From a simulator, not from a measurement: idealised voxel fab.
You're looking at the process module voxel self aligned vias.
Each square cell in cross-section cut measures 5 nm, and the section as a whole is 175 nm wide.
If you're reading a cross-section in this doc, picture square cells in a grid; it comes to you as bands, top ones listed first down to the bottom, and a band can be one or more rows of cells. The entry gives the band's vertical extent as a top height and a bottom height in nm, then its horizontal make-up as materials from left to right, each with a width in nm. "air" stands for empty space; a single material marked "full width" fills the band edge to edge. Where do heights start? At 0: under that level the wafer as delivered is made of one material only. And the lowest band has no floor; it just carries on downward, as in "0 down". Think of "30 to 40" as a width that walks from the first number to the second as you go down the band, top row to bottom row, taking equal-sized steps from row to row. You'll sometimes find "left unchanged" written for a step, and that's the way of saying that nowhere in the cross-section did a cell change during that step. Under "Tabulated closed voids" you'll find the enclosed gaps, the ones with no way out to the top, that are 8 cells or bigger; each reads width x height at distance, with distance counted from the left edge, everything in nm. Text after the settings on a step's line: the simulator's own remark on that step. For masked steps, "overlay nm" on the step line gives how far right of plan the mask actually lay; a minus sign means it lay to the left.
Planned process steps
| 1 | RECEIVE with material Si |
| 2 | CONFORMAL_DEP with material SiO2, thk nm 15 |
| 3 | CONFORMAL_DEP with material SiCN, thk nm 5 |
| 4 | DIRECTIONAL_DEP with material lowk, thk nm 20 |
| 5 | MASKED_ETCH with tone open, mask id LINES, width nm 30, pitch nm 70, etch materials lowk, depth nm 20, overlay nm 0 |
| 6 | CONFORMAL_DEP with material TiN, thk nm 5 |
| 7 | FILL_DEP with material Ru, thk nm 10 |
| 8 | CMP with height nm 40 |
| 9 | SELECTIVE_ETCH with etch materials W Ru TiN, depth nm 5 |
| 10 | FILL_DEP with material SiN, thk nm 10 |
| 11 | CMP with height nm 40 |
| 12 | DIRECTIONAL_DEP with material lowk, thk nm 20 |
| 13 | DIRECTIONAL_DEP with material aC, thk nm 15 |
| 14 | PATTERN with tone open, mask id VIAS, material resist, width nm 40, pitch nm 70, thk nm 30, overlay nm 0 |
| 15 | DIRECTIONAL_ETCH with etch materials aC, depth nm 15 |
| 16 | STRIP with etch materials resist |
| 17 | DIRECTIONAL_ETCH with etch materials lowk, depth nm 20 |
| 18 | DIRECTIONAL_ETCH with etch materials SiN, depth nm 5 |
| 19 | STRIP with etch materials aC |
| 20 | CONFORMAL_DEP with material TiN, thk nm 5 |
| 21 | FILL_DEP with material Ru, thk nm 10 |
| 22 | CMP with height nm 60 |
| 23 | CONFORMAL_DEP with material SiCN, thk nm 5 |
Cross-section of the wafer at receipt, which is the condition after step 1
> 0 down  Si full width
> Tabulated closed voids: none
Post-module cross-section: identical start and plan to those above, one misstep in execution
> 65 to 60  SiCN full width
> 60 to 45  lowk 30; TiN 5; Ru 30; TiN 5; lowk 30; TiN 5; Ru 30; TiN 5; lowk 35
> 45 to 40  lowk 30; TiN 10; Ru 20; TiN 10; lowk 30; TiN 10; Ru 20; TiN 10; lowk 35
> 40 to 35  lowk 35; TiN 30; lowk 40; TiN 30; lowk 40
> 35 to 30  SiCN full width
> 30 to 0  SiO2 full width
> 0 down  Si full width
> Tabulated closed voids: none
In executing the process, a mistake was made relative to the plan: step 2, plan: ran twice
